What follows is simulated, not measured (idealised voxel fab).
This section sets out a process module, namely voxel self aligned vias.
Displayed cross-section: cut, width of 210 nm, square cells sized 5 nm.
Cross-section format: a grid of square cells, given as bands from top to bottom; each band is one or more rows of cells. Heads up on the band format: heights come first, top then bottom, in nm. After that it's the materials left to right, each with its width in nm. A single material flagged "throughout" fills the whole band edge to edge, and "empty" means there's empty space there. It should be noted that heights are counted from 0, beneath which the wafer as supplied is of one material throughout, and that the lowest band possesses no lower boundary but continues downward, as written in "0 nm and below". The two numbers in a width such as "30..40" mark its ends across the band: the first belongs to the top row of cells, the second to the bottom row, and from each row to the next the width moves by the same amount. The cross-section has no changed cell in any step marked "nothing different". Empty spaces without an open route to the top, at least 8 cells in extent, make up the entry "Fully closed voids"; each is given as width x height at distance, where the distance is measured from the left edge, and all are in nm. Post-settings text on a step line: simulator's own remark regarding the step. On any step carrying a mask, the "overlay nm" setting, if present on the step's line, tells how far right of its planned place the mask lay; negative values point to the left.

# List of planned process steps
1 RECEIVE,material Si
2 CONFORMAL_DEP,material SiO2,thk nm 15
3 CONFORMAL_DEP,material SiCN,thk nm 5
4 DIRECTIONAL_DEP,material SiO2,thk nm 20
5 PATTERN,tone open,mask id LINES,material resist,width nm 20,pitch nm 55,thk nm 15,overlay nm 0
6 DIRECTIONAL_ETCH,etch materials SiO2,depth nm 20
7 STRIP,etch materials resist
8 CONFORMAL_DEP,material TiN,thk nm 5
9 FILL_DEP,material Ru,thk nm 5
10 CMP,height nm 40
11 SELECTIVE_ETCH,etch materials W Ru TiN,depth nm 10
12 FILL_DEP,material SiN,thk nm 10
13 CMP,height nm 40
14 DIRECTIONAL_DEP,material SiO2,thk nm 20
15 MASKED_ETCH,tone open,mask id VIAS,width nm 40,pitch nm 110,etch materials SiO2,depth nm 20,overlay nm 0
16 MASKED_ETCH,tone open,mask id VIAS,width nm 40,pitch nm 110,etch materials SiN,depth nm 10,overlay nm 0
17 CONFORMAL_DEP,material TiN,thk nm 5
18 FILL_DEP,material Cu,thk nm 10
19 CMP,height nm 60
20 CONFORMAL_DEP,material SiCN,thk nm 5

# First of two wafers - as planned

# Shown in cross-section is the wafer as received, that is, as it stands after step 1
  0 nm and below: Si throughout
  Fully closed voids: none

# Cross-section: wafer state after step 2
  15 nm to 0 nm: SiO2 throughout
  No changes below 0.

# Cross-section: wafer state after step 3
  20 nm to 15 nm: SiCN throughout
  No changes below 15.

# Cross-section: wafer state after step 4
  40 nm to 20 nm: SiO2 throughout
  No changes below 20.

# Cross-section: wafer state after step 5
  55 nm to 40 nm: 40 resist  20 empty  35 resist  20 empty  35 resist  20 empty  40 resist
  No changes below 40.

# Cross-section: wafer state after step 6
  55 nm to 40 nm: 40 resist  20 empty  35 resist  20 empty  35 resist  20 empty  40 resist
  40 nm to 20 nm: 40 SiO2  20 empty  35 SiO2  20 empty  35 SiO2  20 empty  40 SiO2
  No changes below 20.

# Cross-section: wafer state after step 7
  40 nm to 20 nm: 40 SiO2  20 empty  35 SiO2  20 empty  35 SiO2  20 empty  40 SiO2
  No changes below 20.

# Cross-section: wafer state after step 8
  45 nm to 40 nm: 45 TiN  10 empty  45 TiN  10 empty  45 TiN  10 empty  45 TiN
  40 nm to 25 nm: 40 SiO2  5 TiN  10 empty  5 TiN  35 SiO2  5 TiN  10 empty  5 TiN  35 SiO2  5 TiN  10 empty  5 TiN  40 SiO2
  25 nm to 20 nm: 40 SiO2  20 TiN  35 SiO2  20 TiN  35 SiO2  20 TiN  40 SiO2
  No changes below 20.

# Cross-section: wafer state after step 9
  50 nm to 45 nm: Ru throughout
  45 nm to 40 nm: 45 TiN  10 Ru  45 TiN  10 Ru  45 TiN  10 Ru  45 TiN
  40 nm to 25 nm: 40 SiO2  5 TiN  10 Ru  5 TiN  35 SiO2  5 TiN  10 Ru  5 TiN  35 SiO2  5 TiN  10 Ru  5 TiN  40 SiO2
  No changes below 25.

# Cross-section: wafer state after step 10
  40 nm to 25 nm: 40 SiO2  5 TiN  10 Ru  5 TiN  35 SiO2  5 TiN  10 Ru  5 TiN  35 SiO2  5 TiN  10 Ru  5 TiN  40 SiO2
  No changes below 25.

# Cross-section: wafer state after step 11
  40 nm to 30 nm: 40 SiO2  20 empty  35 SiO2  20 empty  35 SiO2  20 empty  40 SiO2
  No changes below 30.

# Cross-section: wafer state after step 12
  50 nm to 40 nm: SiN throughout
  40 nm to 30 nm: 40 SiO2  20 SiN  35 SiO2  20 SiN  35 SiO2  20 SiN  40 SiO2
  No changes below 30.

# Cross-section: wafer state after step 13
  40 nm to 30 nm: 40 SiO2  20 SiN  35 SiO2  20 SiN  35 SiO2  20 SiN  40 SiO2
  No changes below 30.

# Cross-section: wafer state after step 14
  60 nm to 40 nm: SiO2 throughout
  No changes below 40.

# Cross-section: wafer state after step 15
  60 nm to 40 nm: 30 SiO2  40 empty  70 SiO2  40 empty  30 SiO2
  No changes below 40.

# Cross-section: wafer state after step 16
  60 nm to 40 nm: 30 SiO2  40 empty  70 SiO2  40 empty  30 SiO2
  40 nm to 30 nm: 40 SiO2  20 empty  35 SiO2  20 SiN  35 SiO2  20 empty  40 SiO2
  No changes below 30.

# Cross-section: wafer state after step 17
  65 nm to 60 nm: 35 TiN  30 empty  80 TiN  30 empty  35 TiN
  60 nm to 45 nm: 30 SiO2  5 TiN  30 empty  5 TiN  70 SiO2  5 TiN  30 empty  5 TiN  30 SiO2
  45 nm to 40 nm: 30 SiO2  15 TiN  10 empty  15 TiN  70 SiO2  15 TiN  10 empty  15 TiN  30 SiO2
  40 nm to 35 nm: 40 SiO2  5 TiN  10 empty  5 TiN  35 SiO2  20 SiN  35 SiO2  5 TiN  10 empty  5 TiN  40 SiO2
  35 nm to 30 nm: 40 SiO2  20 TiN  35 SiO2  20 SiN  35 SiO2  20 TiN  40 SiO2
  No changes below 30.

# Cross-section: wafer state after step 18
  75 nm to 65 nm: Cu throughout
  65 nm to 60 nm: 35 TiN  30 Cu  80 TiN  30 Cu  35 TiN
  60 nm to 45 nm: 30 SiO2  5 TiN  30 Cu  5 TiN  70 SiO2  5 TiN  30 Cu  5 TiN  30 SiO2
  45 nm to 40 nm: 30 SiO2  15 TiN  10 Cu  15 TiN  70 SiO2  15 TiN  10 Cu  15 TiN  30 SiO2
  40 nm to 35 nm: 40 SiO2  5 TiN  10 Cu  5 TiN  35 SiO2  20 SiN  35 SiO2  5 TiN  10 Cu  5 TiN  40 SiO2
  No changes below 35.

# Cross-section: wafer state after step 19
  60 nm to 45 nm: 30 SiO2  5 TiN  30 Cu  5 TiN  70 SiO2  5 TiN  30 Cu  5 TiN  30 SiO2
  No changes below 45.

# Cross-section: wafer state after step 20
  65 nm to 60 nm: SiCN throughout
  No changes below 60.

# The Second Wafer: Common Origin and Plan, One Mistake in Execution, Identical to the First Through Step 1

# Second wafer, cross-section, planned end of step 2
  20 nm to 0 nm: SiO2 throughout
  No changes below 0.

# Second wafer, cross-section, planned end of step 3
  25 nm to 20 nm: SiCN throughout
  No changes below 20.

# Second wafer, cross-section, planned end of step 4
  45 nm to 25 nm: SiO2 throughout
  No changes below 25.

# Second wafer, cross-section, planned end of step 5
  60 nm to 45 nm: 40 resist  20 empty  35 resist  20 empty  35 resist  20 empty  40 resist
  No changes below 45.

# Second wafer, cross-section, planned end of step 6
  60 nm to 45 nm: 40 resist  20 empty  35 resist  20 empty  35 resist  20 empty  40 resist
  45 nm to 25 nm: 40 SiO2  20 empty  35 SiO2  20 empty  35 SiO2  20 empty  40 SiO2
  No changes below 25.

# Second wafer, cross-section, planned end of step 7
  45 nm to 25 nm: 40 SiO2  20 empty  35 SiO2  20 empty  35 SiO2  20 empty  40 SiO2
  No changes below 25.

# Second wafer, cross-section, planned end of step 8
  50 nm to 45 nm: 45 TiN  10 empty  45 TiN  10 empty  45 TiN  10 empty  45 TiN
  45 nm to 30 nm: 40 SiO2  5 TiN  10 empty  5 TiN  35 SiO2  5 TiN  10 empty  5 TiN  35 SiO2  5 TiN  10 empty  5 TiN  40 SiO2
  30 nm to 25 nm: 40 SiO2  20 TiN  35 SiO2  20 TiN  35 SiO2  20 TiN  40 SiO2
  No changes below 25.

# Second wafer, cross-section, planned end of step 9
  55 nm to 50 nm: Ru throughout
  50 nm to 45 nm: 45 TiN  10 Ru  45 TiN  10 Ru  45 TiN  10 Ru  45 TiN
  45 nm to 30 nm: 40 SiO2  5 TiN  10 Ru  5 TiN  35 SiO2  5 TiN  10 Ru  5 TiN  35 SiO2  5 TiN  10 Ru  5 TiN  40 SiO2
  No changes below 30.

# Second wafer, cross-section, planned end of step 10
  40 nm to 30 nm: 40 SiO2  5 TiN  10 Ru  5 TiN  35 SiO2  5 TiN  10 Ru  5 TiN  35 SiO2  5 TiN  10 Ru  5 TiN  40 SiO2
  No changes below 30.

# Second wafer, cross-section, planned end of step 11
  40 nm to 30 nm: 40 SiO2  20 empty  35 SiO2  20 empty  35 SiO2  20 empty  40 SiO2
  No changes below 30.

# Second wafer, cross-section, planned end of step 12
  50 nm to 40 nm: SiN throughout
  40 nm to 30 nm: 40 SiO2  20 SiN  35 SiO2  20 SiN  35 SiO2  20 SiN  40 SiO2
  No changes below 30.

# Second wafer, cross-section, planned end of step 13
  40 nm to 30 nm: 40 SiO2  20 SiN  35 SiO2  20 SiN  35 SiO2  20 SiN  40 SiO2
  No changes below 30.

# Second wafer, cross-section, planned end of step 14
  60 nm to 40 nm: SiO2 throughout
  No changes below 40.

# Second wafer, cross-section, planned end of step 15
  60 nm to 40 nm: 30 SiO2  40 empty  70 SiO2  40 empty  30 SiO2
  No changes below 40.

# Second wafer, cross-section, planned end of step 16
  60 nm to 40 nm: 30 SiO2  40 empty  70 SiO2  40 empty  30 SiO2
  40 nm to 30 nm: 40 SiO2  20 empty  35 SiO2  20 SiN  35 SiO2  20 empty  40 SiO2
  No changes below 30.

# Second wafer, cross-section, planned end of step 17
  65 nm to 60 nm: 35 TiN  30 empty  80 TiN  30 empty  35 TiN
  60 nm to 45 nm: 30 SiO2  5 TiN  30 empty  5 TiN  70 SiO2  5 TiN  30 empty  5 TiN  30 SiO2
  45 nm to 40 nm: 30 SiO2  15 TiN  10 empty  15 TiN  70 SiO2  15 TiN  10 empty  15 TiN  30 SiO2
  40 nm to 35 nm: 40 SiO2  5 TiN  10 empty  5 TiN  35 SiO2  20 SiN  35 SiO2  5 TiN  10 empty  5 TiN  40 SiO2
  35 nm to 30 nm: 40 SiO2  20 TiN  35 SiO2  20 SiN  35 SiO2  20 TiN  40 SiO2
  No changes below 30.

# Second wafer, cross-section, planned end of step 18
  75 nm to 65 nm: Cu throughout
  65 nm to 60 nm: 35 TiN  30 Cu  80 TiN  30 Cu  35 TiN
  60 nm to 45 nm: 30 SiO2  5 TiN  30 Cu  5 TiN  70 SiO2  5 TiN  30 Cu  5 TiN  30 SiO2
  45 nm to 40 nm: 30 SiO2  15 TiN  10 Cu  15 TiN  70 SiO2  15 TiN  10 Cu  15 TiN  30 SiO2
  40 nm to 35 nm: 40 SiO2  5 TiN  10 Cu  5 TiN  35 SiO2  20 SiN  35 SiO2  5 TiN  10 Cu  5 TiN  40 SiO2
  No changes below 35.

# Second wafer, cross-section, planned end of step 19
  60 nm to 45 nm: 30 SiO2  5 TiN  30 Cu  5 TiN  70 SiO2  5 TiN  30 Cu  5 TiN  30 SiO2
  No changes below 45.

# Second wafer, cross-section, planned end of step 20
  65 nm to 60 nm: SiCN throughout
  No changes below 60.
Processing error: it should be noted that step 2 was executed with settings other than those planned, the operation and settings actually applied being CONFORMAL_DEP,material SiO2,thk nm 20
Final difference in cells, second wafer against first, listed per material as more or fewer: -6 Ru | +12 SiO2 | -6 TiN
